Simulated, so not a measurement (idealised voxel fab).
Proc. module: voxel released beams
Each square cell in cross-section cut measures 5 nm, and the section as a whole is 245 nm wide.
For the purposes of this document, a cross-section shall be understood as a grid of square cells, specified as bands listed in top-to-bottom order, each band consisting of one or more rows of cells.
First you get the band's top height and its bottom height, in nm, and then the materials it's made of, left to right, with each width in nm. If you see a single material with "edge to edge", that one covers the band edge to edge. "blank" is empty space.
Beneath 0, the wafer as received is one material, and that level is where height counting begins. The lowest band goes on downward without a bottom; it is written like "0 nm and below".
Top row gets the first number, bottom row gets the second, and each row in between changes by the same step: that is how a band width like "30..40" works.
Step marked "nothing altered"? Then no cell in the cross-section changed in it.
This entry, "Listed closed voids", enumerates those empty regions of no fewer than 8 cells that possess no open connection to the top. Each region is reported in the form width x height at distance, the distance being taken from the left edge, with all three quantities expressed in nm.
Where a step's line continues beyond its settings, the continuation is a remark by the simulator itself on that step.
overlay nm: for a step with a mask, the amount by which the mask lay right of where it was planned; a negative amount means left of it.

## Process steps - plan
1) RECEIVE | material Si
2) CONFORMAL_DEP | material Al2O3 | thk nm 5
3) DIRECTIONAL_DEP | material SiO2 | thk nm 10
4) PATTERN | tone open | mask id ANCHOR | material resist | width nm 25 | thk nm 20 | overlay nm 0
5) DIRECTIONAL_ETCH | etch materials SiO2 | depth nm 10
6) STRIP | etch materials resist
7) CONFORMAL_DEP | material SiN | thk nm 10
8) MASKED_ETCH | tone cover | mask id BEAM | width nm 105 | etch materials SiN | depth nm 10 | overlay nm 0
9) STRIP | etch materials SiO2

## On the first of the two wafers: run conducted according to plan

## Received-state cross-section, reflecting completion of step 1
* 0 nm and below | Si edge to edge
* Listed closed voids: none

## Step 2 done - wafer cross-section
* 5 nm to 0 nm | Al2O3 edge to edge
* Under 0: no change, same as before.

## Step 3 done - wafer cross-section
* 15 nm to 5 nm | SiO2 edge to edge
* Under 5: no change, same as before.

## Step 4 done - wafer cross-section
* 35 nm to 15 nm | resist=70; blank=25; resist=150
* Under 15: no change, same as before.

## Step 5 done - wafer cross-section
* 35 nm to 15 nm | resist=70; blank=25; resist=150
* 15 nm to 5 nm | SiO2=70; blank=25; SiO2=150
* Under 5: no change, same as before.

## Step 6 done - wafer cross-section
* 15 nm to 5 nm | SiO2=70; blank=25; SiO2=150
* Under 5: no change, same as before.

## Step 7 done - wafer cross-section
* 25 nm to 15 nm | SiN=80; blank=5; SiN=160
* 15 nm to 5 nm | SiO2=70; SiN=25; SiO2=150
* Under 5: no change, same as before.

## Step 8 done - wafer cross-section
* 25 nm to 15 nm | blank=65; SiN=15; blank=5; SiN=85; blank=75
* Under 15: no change, same as before.

## Step 9 done - wafer cross-section
* 25 nm to 15 nm | blank=65; SiN=15; blank=5; SiN=85; blank=75
* 15 nm to 5 nm | blank=70; SiN=25; blank=150
* Under 5: no change, same as before.

## Second of two: same start, same plan, one run error; steps up to and including 7 match the first

## Second wafer cross-section, taken as of the time the plan sets for step 8 to be done
* 25 nm to 15 nm | blank=60; SiN=20; blank=5; SiN=90; blank=70
* Under 15: no change, same as before.

## Second wafer cross-section, taken as of the time the plan sets for step 9 to be done
* 25 nm to 15 nm | blank=60; SiN=20; blank=5; SiN=90; blank=70
* 15 nm to 5 nm | blank=70; SiN=25; blank=150
* Under 5: no change, same as before.
Which mistake was made when the wafer was run? step 8 ran differently from the plan; actual operation with settings: MASKED_ETCH | tone cover | mask id BEAM | width nm 115 | etch materials SiN | depth nm 10 | overlay nm 0
Final wafer comparison in cells, second versus first, more or fewer per material: SiN +4
